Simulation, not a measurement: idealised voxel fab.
Process module under the name voxel capacitor over wiring
The cross-section on display is named cut; it measures 265 nm wide, and its cells are 5 nm squares.
Cross-section format: a grid of square cells, given as bands from top to bottom; each band is one or more rows of cells. A band entry consists of two parts. The first gives the height of the band's top and the height of its bottom, in nm. The rest lists the band's materials from left to right, each with its width in nm. A single material labelled with the word "throughout" fills the band from edge to edge, and the word "empty" marks empty space. All heights in this document are referenced to 0, defined as the level beneath which the wafer, as received, consists entirely of one material. The lowest band is not bounded below; it extends indefinitely downward and is written in the form "0 -> down". Top row gets the first number, bottom row gets the second, and each row in between changes by the same step: that is how a band width like "30 to 40" works. Key: "nothing was modified" - step with no changed cell in the cross-section. The entry "Catalogued sealed voids" lists the empty spaces that cover at least 8 cells and have no open path to the top. Each is written as width x height at distance, where the distance is measured from the left edge and all three values are in nm. Step line, after settings: the simulator's comment on this step. When a step includes a mask, the "overlay nm" setting on its line states how far to the right of its planned place that mask lay, and negative values state how far to the left.
The steps planned for the process are as follows
1. RECEIVE (material Si)
2. CONFORMAL_DEP (material SiO2; thk nm 15)
3. CONFORMAL_DEP (material SiN; thk nm 5)
4. DIRECTIONAL_DEP (material SiO2; thk nm 20)
5. PATTERN (tone open; mask id METAL_1; material resist; width nm 30; pitch nm 80; thk nm 15; overlay nm 0)
6. DIRECTIONAL_ETCH (etch materials SiO2; depth nm 20)
7. DIRECTIONAL_ETCH (etch materials SiN; depth nm 5)
8. STRIP (etch materials resist)
9. CONFORMAL_DEP (material TiN; thk nm 5)
10. FILL_DEP (material Ru; thk nm 5)
11. CMP (height nm 40)
12. EPI (material Ru; thk nm 5)
13. FILL_DEP (material SiCN; thk nm 5)
14. DIRECTIONAL_DEP (material SiO2; thk nm 20)
15. MASKED_ETCH (tone open; mask id PLUG_1; width nm 15; etch materials SiO2; depth nm 20; overlay nm 0)
16. MASKED_ETCH (tone open; mask id PLUG_1; width nm 15; etch materials SiCN; depth nm 5; overlay nm 0)
17. EPI (material Ru; thk nm 10)
18. EPI (material Ru; thk nm 10)
19. EPI (material Ru; thk nm 5)
20. DIRECTIONAL_DEP (material TiN; thk nm 10)
21. DIRECTIONAL_DEP (material Al2O3; thk nm 5)
22. DIRECTIONAL_DEP (material TiN; thk nm 10)
23. DIRECTIONAL_DEP (material aC; thk nm 15)
24. PATTERN (tone cover; mask id UPPER_PLATE; material resist; width nm 55; thk nm 30; overlay nm 0)
25. DIRECTIONAL_ETCH (etch materials aC; depth nm 15)
26. STRIP (etch materials resist)
27. DIRECTIONAL_ETCH (etch materials TiN; depth nm 10)
28. DIRECTIONAL_ETCH (etch materials Al2O3; depth nm 5)
29. STRIP (etch materials aC)
30. MASKED_ETCH (tone cover; mask id LOWER_PLATE; width nm 65; etch materials TiN; depth nm 10; overlay nm 0)
31. FILL_DEP (material SiO2; thk nm 15)
32. CMP (height nm 105)
33. DIRECTIONAL_DEP (material aC; thk nm 10)
34. PATTERN (tone open; mask id PLUG_2; material resist; width nm 15; thk nm 30; overlay nm 0)
35. DIRECTIONAL_ETCH (etch materials aC; depth nm 10)
36. STRIP (etch materials resist)
37. DIRECTIONAL_ETCH (etch materials SiO2; depth nm 10)
38. STRIP (etch materials aC)
39. CONFORMAL_DEP (material TiN; thk nm 5)
40. FILL_DEP (material Cu; thk nm 5)
41. CMP (height nm 105)
42. CONFORMAL_DEP (material SiCN; thk nm 5)
The following pertains to the first of two wafers, which was processed as planned
As-received state of the wafer in cross-section, equivalent to post-step 1
	0 -> down = Si throughout
	Catalogued sealed voids: none
How the wafer stands in section after step 2
	15 -> 0 = SiO2 throughout
	Beneath the level 0, the cross-section is identical to its previous state.
How the wafer stands in section after step 3
	20 -> 15 = SiN throughout
	Beneath the level 15, the cross-section is identical to its previous state.
How the wafer stands in section after step 4
	40 -> 20 = SiO2 throughout
	Beneath the level 20, the cross-section is identical to its previous state.
How the wafer stands in section after step 5
	55 -> 40 = resist 75 nm  empty 30 nm  resist 50 nm  empty 30 nm  resist 80 nm
	Beneath the level 40, the cross-section is identical to its previous state.
How the wafer stands in section after step 6
	55 -> 40 = resist 75 nm  empty 30 nm  resist 50 nm  empty 30 nm  resist 80 nm
	40 -> 20 = SiO2 75 nm  empty 30 nm  SiO2 50 nm  empty 30 nm  SiO2 80 nm
	Beneath the level 20, the cross-section is identical to its previous state.
How the wafer stands in section after step 7
	55 -> 40 = resist 75 nm  empty 30 nm  resist 50 nm  empty 30 nm  resist 80 nm
	40 -> 20 = SiO2 75 nm  empty 30 nm  SiO2 50 nm  empty 30 nm  SiO2 80 nm
	20 -> 15 = SiN 75 nm  empty 30 nm  SiN 50 nm  empty 30 nm  SiN 80 nm
	Beneath the level 15, the cross-section is identical to its previous state.
How the wafer stands in section after step 8
	40 -> 20 = SiO2 75 nm  empty 30 nm  SiO2 50 nm  empty 30 nm  SiO2 80 nm
	Beneath the level 20, the cross-section is identical to its previous state.
How the wafer stands in section after step 9
	45 -> 40 = TiN 80 nm  empty 20 nm  TiN 60 nm  empty 20 nm  TiN 85 nm
	40 -> 20 = SiO2 75 nm  TiN 5 nm  empty 20 nm  TiN 5 nm  SiO2 50 nm  TiN 5 nm  empty 20 nm  TiN 5 nm  SiO2 80 nm
	20 -> 15 = SiN 75 nm  TiN 30 nm  SiN 50 nm  TiN 30 nm  SiN 80 nm
	Beneath the level 15, the cross-section is identical to its previous state.
How the wafer stands in section after step 10
	50 -> 45 = Ru throughout
	45 -> 40 = TiN 80 nm  Ru 20 nm  TiN 60 nm  Ru 20 nm  TiN 85 nm
	40 -> 20 = SiO2 75 nm  TiN 5 nm  Ru 20 nm  TiN 5 nm  SiO2 50 nm  TiN 5 nm  Ru 20 nm  TiN 5 nm  SiO2 80 nm
	Beneath the level 20, the cross-section is identical to its previous state.
How the wafer stands in section after step 11
	40 -> 20 = SiO2 75 nm  TiN 5 nm  Ru 20 nm  TiN 5 nm  SiO2 50 nm  TiN 5 nm  Ru 20 nm  TiN 5 nm  SiO2 80 nm
	Beneath the level 20, the cross-section is identical to its previous state.
How the wafer stands in section after step 12
	45 -> 40 = empty 70 nm  Ru 40 nm  empty 40 nm  Ru 40 nm  empty 75 nm
	Beneath the level 40, the cross-section is identical to its previous state.
How the wafer stands in section after step 13
	50 -> 45 = SiCN throughout
	45 -> 40 = SiCN 70 nm  Ru 40 nm  SiCN 40 nm  Ru 40 nm  SiCN 75 nm
	Beneath the level 40, the cross-section is identical to its previous state.
How the wafer stands in section after step 14
	70 -> 50 = SiO2 throughout
	Beneath the level 50, the cross-section is identical to its previous state.
How the wafer stands in section after step 15
	70 -> 50 = SiO2 90 nm  empty 15 nm  SiO2 160 nm
	Beneath the level 50, the cross-section is identical to its previous state.
How the wafer stands in section after step 16
	70 -> 50 = SiO2 90 nm  empty 15 nm  SiO2 160 nm
	50 -> 45 = SiCN 90 nm  empty 15 nm  SiCN 160 nm
	Beneath the level 45, the cross-section is identical to its previous state.
How the wafer stands in section after step 17
	70 -> 55 = SiO2 90 nm  empty 15 nm  SiO2 160 nm
	55 -> 50 = SiO2 90 nm  Ru 15 nm  SiO2 160 nm
	50 -> 45 = SiCN 90 nm  Ru 15 nm  SiCN 160 nm
	Beneath the level 45, the cross-section is identical to its previous state.
How the wafer stands in section after step 18
	70 -> 65 = SiO2 90 nm  empty 15 nm  SiO2 160 nm
	65 -> 50 = SiO2 90 nm  Ru 15 nm  SiO2 160 nm
	Beneath the level 50, the cross-section is identical to its previous state.
How the wafer stands in section after step 19
	70 -> 50 = SiO2 90 nm  Ru 15 nm  SiO2 160 nm
	Beneath the level 50, the cross-section is identical to its previous state.
How the wafer stands in section after step 20
	80 -> 70 = TiN throughout
	Beneath the level 70, the cross-section is identical to its previous state.
How the wafer stands in section after step 21
	85 -> 80 = Al2O3 throughout
	Beneath the level 80, the cross-section is identical to its previous state.
How the wafer stands in section after step 22
	95 -> 85 = TiN throughout
	Beneath the level 85, the cross-section is identical to its previous state.
How the wafer stands in section after step 23
	110 -> 95 = aC throughout
	Beneath the level 95, the cross-section is identical to its previous state.
How the wafer stands in section after step 24
	140 -> 110 = empty 90 nm  resist 55 nm  empty 120 nm
	Beneath the level 110, the cross-section is identical to its previous state.
How the wafer stands in section after step 25
	125 -> 110 = empty 90 nm  resist 55 nm  empty 120 nm
	110 -> 95 = empty 90 nm  aC 55 nm  empty 120 nm
	Beneath the level 95, the cross-section is identical to its previous state.
How the wafer stands in section after step 26
	110 -> 95 = empty 90 nm  aC 55 nm  empty 120 nm
	Beneath the level 95, the cross-section is identical to its previous state.
How the wafer stands in section after step 27
	110 -> 95 = empty 90 nm  aC 55 nm  empty 120 nm
	95 -> 85 = empty 90 nm  TiN 55 nm  empty 120 nm
	Beneath the level 85, the cross-section is identical to its previous state.
How the wafer stands in section after step 28
	110 -> 95 = empty 90 nm  aC 55 nm  empty 120 nm
	95 -> 85 = empty 90 nm  TiN 55 nm  empty 120 nm
	85 -> 80 = empty 90 nm  Al2O3 55 nm  empty 120 nm
	Beneath the level 80, the cross-section is identical to its previous state.
How the wafer stands in section after step 29
	95 -> 85 = empty 90 nm  TiN 55 nm  empty 120 nm
	Beneath the level 85, the cross-section is identical to its previous state.
How the wafer stands in section after step 30
	95 -> 85 = empty 90 nm  TiN 55 nm  empty 120 nm
	85 -> 80 = empty 90 nm  Al2O3 55 nm  empty 120 nm
	80 -> 70 = empty 85 nm  TiN 65 nm  empty 115 nm
	Beneath the level 70, the cross-section is identical to its previous state.
How the wafer stands in section after step 31
	110 -> 95 = SiO2 throughout
	95 -> 85 = SiO2 90 nm  TiN 55 nm  SiO2 120 nm
	85 -> 80 = SiO2 90 nm  Al2O3 55 nm  SiO2 120 nm
	80 -> 70 = SiO2 85 nm  TiN 65 nm  SiO2 115 nm
	Beneath the level 70, the cross-section is identical to its previous state.
How the wafer stands in section after step 32
	105 -> 95 = SiO2 throughout
	Beneath the level 95, the cross-section is identical to its previous state.
How the wafer stands in section after step 33
	115 -> 105 = aC throughout
	Beneath the level 105, the cross-section is identical to its previous state.
How the wafer stands in section after step 34
	145 -> 115 = resist 100 nm  empty 15 nm  resist 150 nm
	Beneath the level 115, the cross-section is identical to its previous state.
How the wafer stands in section after step 35
	135 -> 115 = resist 100 nm  empty 15 nm  resist 150 nm
	115 -> 105 = aC 100 nm  empty 15 nm  aC 150 nm
	Beneath the level 105, the cross-section is identical to its previous state.
How the wafer stands in section after step 36
	115 -> 105 = aC 100 nm  empty 15 nm  aC 150 nm
	Beneath the level 105, the cross-section is identical to its previous state.
How the wafer stands in section after step 37
	115 -> 105 = aC 100 nm  empty 15 nm  aC 150 nm
	105 -> 95 = SiO2 100 nm  empty 15 nm  SiO2 150 nm
	Beneath the level 95, the cross-section is identical to its previous state.
How the wafer stands in section after step 38
	105 -> 95 = SiO2 100 nm  empty 15 nm  SiO2 150 nm
	Beneath the level 95, the cross-section is identical to its previous state.
How the wafer stands in section after step 39
	110 -> 105 = TiN 105 nm  empty 5 nm  TiN 155 nm
	105 -> 100 = SiO2 100 nm  TiN 5 nm  empty 5 nm  TiN 5 nm  SiO2 150 nm
	100 -> 95 = SiO2 100 nm  TiN 15 nm  SiO2 150 nm
	Beneath the level 95, the cross-section is identical to its previous state.
How the wafer stands in section after step 40
	115 -> 110 = Cu throughout
	110 -> 105 = TiN 105 nm  Cu 5 nm  TiN 155 nm
	105 -> 100 = SiO2 100 nm  TiN 5 nm  Cu 5 nm  TiN 5 nm  SiO2 150 nm
	Beneath the level 100, the cross-section is identical to its previous state.
How the wafer stands in section after step 41
	105 -> 100 = SiO2 100 nm  TiN 5 nm  Cu 5 nm  TiN 5 nm  SiO2 150 nm
	Beneath the level 100, the cross-section is identical to its previous state.
How the wafer stands in section after step 42
	110 -> 105 = SiCN throughout
	Beneath the level 105, the cross-section is identical to its previous state.
The Second Wafer: Common Origin and Plan, One Mistake in Execution, Identical to the First Through Step 12
Cross-section of the second wafer at the time step 13 of the plan should have ended: nothing was modified
Cross-section of the second wafer at the time step 14 of the plan should have ended
	65 -> 60 = empty 70 nm  SiO2 40 nm  empty 40 nm  SiO2 40 nm  empty 75 nm
	60 -> 45 = SiO2 throughout
	45 -> 40 = SiO2 70 nm  Ru 40 nm  SiO2 40 nm  Ru 40 nm  SiO2 75 nm
	Beneath the level 40, the cross-section is identical to its previous state.
Cross-section of the second wafer at the time step 15 of the plan should have ended
	65 -> 60 = empty 70 nm  SiO2 20 nm  empty 15 nm  SiO2 5 nm  empty 40 nm  SiO2 40 nm  empty 75 nm
	60 -> 45 = SiO2 90 nm  empty 15 nm  SiO2 160 nm
	Beneath the level 45, the cross-section is identical to its previous state.
Cross-section of the second wafer at the time step 16 of the plan should have ended: nothing was modified
Cross-section of the second wafer at the time step 17 of the plan should have ended
	65 -> 60 = empty 70 nm  SiO2 20 nm  empty 15 nm  SiO2 5 nm  empty 40 nm  SiO2 40 nm  empty 75 nm
	60 -> 55 = SiO2 90 nm  empty 15 nm  SiO2 160 nm
	55 -> 45 = SiO2 90 nm  Ru 15 nm  SiO2 160 nm
	Beneath the level 45, the cross-section is identical to its previous state.
Cross-section of the second wafer at the time step 18 of the plan should have ended
	65 -> 60 = empty 70 nm  SiO2 20 nm  Ru 15 nm  SiO2 5 nm  empty 40 nm  SiO2 40 nm  empty 75 nm
	60 -> 45 = SiO2 90 nm  Ru 15 nm  SiO2 160 nm
	Beneath the level 45, the cross-section is identical to its previous state.
Cross-section of the second wafer at the time step 19 of the plan should have ended
	70 -> 65 = empty 85 nm  Ru 25 nm  empty 155 nm
	Beneath the level 65, the cross-section is identical to its previous state.
Cross-section of the second wafer at the time step 20 of the plan should have ended
	80 -> 75 = empty 85 nm  TiN 25 nm  empty 155 nm
	75 -> 70 = empty 70 nm  TiN 40 nm  empty 40 nm  TiN 40 nm  empty 75 nm
	70 -> 65 = TiN 85 nm  Ru 25 nm  TiN 155 nm
	65 -> 60 = TiN 70 nm  SiO2 20 nm  Ru 15 nm  SiO2 5 nm  TiN 40 nm  SiO2 40 nm  TiN 75 nm
	Beneath the level 60, the cross-section is identical to its previous state.
Cross-section of the second wafer at the time step 21 of the plan should have ended
	85 -> 80 = empty 85 nm  Al2O3 25 nm  empty 155 nm
	80 -> 75 = empty 70 nm  Al2O3 15 nm  TiN 25 nm  empty 40 nm  Al2O3 40 nm  empty 75 nm
	75 -> 70 = Al2O3 70 nm  TiN 40 nm  Al2O3 40 nm  TiN 40 nm  Al2O3 75 nm
	Beneath the level 70, the cross-section is identical to its previous state.
Cross-section of the second wafer at the time step 22 of the plan should have ended
	95 -> 90 = empty 85 nm  TiN 25 nm  empty 155 nm
	90 -> 85 = empty 70 nm  TiN 40 nm  empty 40 nm  TiN 40 nm  empty 75 nm
	85 -> 80 = TiN 85 nm  Al2O3 25 nm  TiN 155 nm
	80 -> 75 = TiN 70 nm  Al2O3 15 nm  TiN 65 nm  Al2O3 40 nm  TiN 75 nm
	Beneath the level 75, the cross-section is identical to its previous state.
Cross-section of the second wafer at the time step 23 of the plan should have ended
	110 -> 105 = empty 85 nm  aC 25 nm  empty 155 nm
	105 -> 100 = empty 70 nm  aC 40 nm  empty 40 nm  aC 40 nm  empty 75 nm
	100 -> 95 = aC throughout
	95 -> 90 = aC 85 nm  TiN 25 nm  aC 155 nm
	90 -> 85 = aC 70 nm  TiN 40 nm  aC 40 nm  TiN 40 nm  aC 75 nm
	Beneath the level 85, the cross-section is identical to its previous state.
Cross-section of the second wafer at the time step 24 of the plan should have ended
	140 -> 110 = empty 90 nm  resist 55 nm  empty 120 nm
	110 -> 105 = empty 85 nm  aC 25 nm  resist 35 nm  empty 120 nm
	105 -> 100 = empty 70 nm  aC 40 nm  resist 35 nm  empty 5 nm  aC 40 nm  empty 75 nm
	Beneath the level 100, the cross-section is identical to its previous state.
Cross-section of the second wafer at the time step 25 of the plan should have ended
	125 -> 110 = empty 90 nm  resist 55 nm  empty 120 nm
	110 -> 100 = empty 90 nm  aC 20 nm  resist 35 nm  empty 120 nm
	100 -> 95 = empty 90 nm  aC 55 nm  empty 120 nm
	95 -> 90 = empty 85 nm  TiN 25 nm  aC 35 nm  empty 120 nm
	90 -> 85 = empty 70 nm  TiN 40 nm  aC 35 nm  empty 5 nm  TiN 40 nm  empty 75 nm
	Beneath the level 85, the cross-section is identical to its previous state.
Cross-section of the second wafer at the time step 26 of the plan should have ended
	110 -> 100 = empty 90 nm  aC 20 nm  empty 155 nm
	Beneath the level 100, the cross-section is identical to its previous state.
Cross-section of the second wafer at the time step 27 of the plan should have ended
	110 -> 100 = empty 90 nm  aC 20 nm  empty 155 nm
	100 -> 95 = empty 90 nm  aC 55 nm  empty 120 nm
	95 -> 85 = empty 90 nm  TiN 20 nm  aC 35 nm  empty 120 nm
	85 -> 80 = empty 85 nm  Al2O3 25 nm  TiN 35 nm  empty 120 nm
	80 -> 75 = empty 70 nm  Al2O3 15 nm  TiN 60 nm  empty 5 nm  Al2O3 40 nm  empty 75 nm
	Beneath the level 75, the cross-section is identical to its previous state.
Cross-section of the second wafer at the time step 28 of the plan should have ended
	110 -> 100 = empty 90 nm  aC 20 nm  empty 155 nm
	100 -> 95 = empty 90 nm  aC 55 nm  empty 120 nm
	95 -> 85 = empty 90 nm  TiN 20 nm  aC 35 nm  empty 120 nm
	85 -> 80 = empty 90 nm  Al2O3 20 nm  TiN 35 nm  empty 120 nm
	80 -> 75 = empty 85 nm  TiN 60 nm  empty 120 nm
	75 -> 70 = empty 70 nm  TiN 40 nm  Al2O3 35 nm  empty 5 nm  TiN 40 nm  empty 75 nm
	Beneath the level 70, the cross-section is identical to its previous state.
Cross-section of the second wafer at the time step 29 of the plan should have ended
	95 -> 85 = empty 90 nm  TiN 20 nm  empty 155 nm
	Beneath the level 85, the cross-section is identical to its previous state.
Cross-section of the second wafer at the time step 30 of the plan should have ended
	95 -> 85 = empty 90 nm  TiN 20 nm  empty 155 nm
	85 -> 80 = empty 90 nm  Al2O3 20 nm  TiN 35 nm  empty 120 nm
	80 -> 75 = empty 85 nm  TiN 60 nm  empty 120 nm
	75 -> 70 = empty 85 nm  TiN 25 nm  Al2O3 35 nm  empty 120 nm
	70 -> 65 = empty 85 nm  Ru 25 nm  TiN 40 nm  empty 115 nm
	65 -> 60 = empty 70 nm  SiO2 20 nm  Ru 15 nm  SiO2 5 nm  TiN 40 nm  SiO2 40 nm  empty 75 nm
	Beneath the level 60, the cross-section is identical to its previous state.
Cross-section of the second wafer at the time step 31 of the plan should have ended
	110 -> 95 = SiO2 throughout
	95 -> 85 = SiO2 90 nm  TiN 20 nm  SiO2 155 nm
	85 -> 80 = SiO2 90 nm  Al2O3 20 nm  TiN 35 nm  SiO2 120 nm
	80 -> 75 = SiO2 85 nm  TiN 60 nm  SiO2 120 nm
	75 -> 70 = SiO2 85 nm  TiN 25 nm  Al2O3 35 nm  SiO2 120 nm
	70 -> 65 = SiO2 85 nm  Ru 25 nm  TiN 40 nm  SiO2 115 nm
	65 -> 60 = SiO2 90 nm  Ru 15 nm  SiO2 5 nm  TiN 40 nm  SiO2 115 nm
	Beneath the level 60, the cross-section is identical to its previous state.
Cross-section of the second wafer at the time step 32 of the plan should have ended
	105 -> 95 = SiO2 throughout
	Beneath the level 95, the cross-section is identical to its previous state.
Cross-section of the second wafer at the time step 33 of the plan should have ended
	115 -> 105 = aC throughout
	Beneath the level 105, the cross-section is identical to its previous state.
Cross-section of the second wafer at the time step 34 of the plan should have ended
	145 -> 115 = resist 100 nm  empty 15 nm  resist 150 nm
	Beneath the level 115, the cross-section is identical to its previous state.
Cross-section of the second wafer at the time step 35 of the plan should have ended
	135 -> 115 = resist 100 nm  empty 15 nm  resist 150 nm
	115 -> 105 = aC 100 nm  empty 15 nm  aC 150 nm
	Beneath the level 105, the cross-section is identical to its previous state.
Cross-section of the second wafer at the time step 36 of the plan should have ended
	115 -> 105 = aC 100 nm  empty 15 nm  aC 150 nm
	Beneath the level 105, the cross-section is identical to its previous state.
Cross-section of the second wafer at the time step 37 of the plan should have ended
	115 -> 105 = aC 100 nm  empty 15 nm  aC 150 nm
	105 -> 95 = SiO2 100 nm  empty 15 nm  SiO2 150 nm
	Beneath the level 95, the cross-section is identical to its previous state.
Cross-section of the second wafer at the time step 38 of the plan should have ended
	105 -> 95 = SiO2 100 nm  empty 15 nm  SiO2 150 nm
	Beneath the level 95, the cross-section is identical to its previous state.
Cross-section of the second wafer at the time step 39 of the plan should have ended
	110 -> 105 = TiN 105 nm  empty 5 nm  TiN 155 nm
	105 -> 100 = SiO2 100 nm  TiN 5 nm  empty 5 nm  TiN 5 nm  SiO2 150 nm
	100 -> 95 = SiO2 100 nm  TiN 15 nm  SiO2 150 nm
	Beneath the level 95, the cross-section is identical to its previous state.
Cross-section of the second wafer at the time step 40 of the plan should have ended
	115 -> 110 = Cu throughout
	110 -> 105 = TiN 105 nm  Cu 5 nm  TiN 155 nm
	105 -> 100 = SiO2 100 nm  TiN 5 nm  Cu 5 nm  TiN 5 nm  SiO2 150 nm
	Beneath the level 100, the cross-section is identical to its previous state.
Cross-section of the second wafer at the time step 41 of the plan should have ended
	105 -> 100 = SiO2 100 nm  TiN 5 nm  Cu 5 nm  TiN 5 nm  SiO2 150 nm
	Beneath the level 100, the cross-section is identical to its previous state.
Cross-section of the second wafer at the time step 42 of the plan should have ended
	110 -> 105 = SiCN throughout
	Beneath the level 105, the cross-section is identical to its previous state.
In executing the process, a mistake was made relative to the plan: step 13 was dropped from the plan's execution and never run
Counted in cells at the end, the second wafer holds more or fewer of these materials than the first: Ru: 2 more; SiCN: 87 fewer; SiO2: 85 more
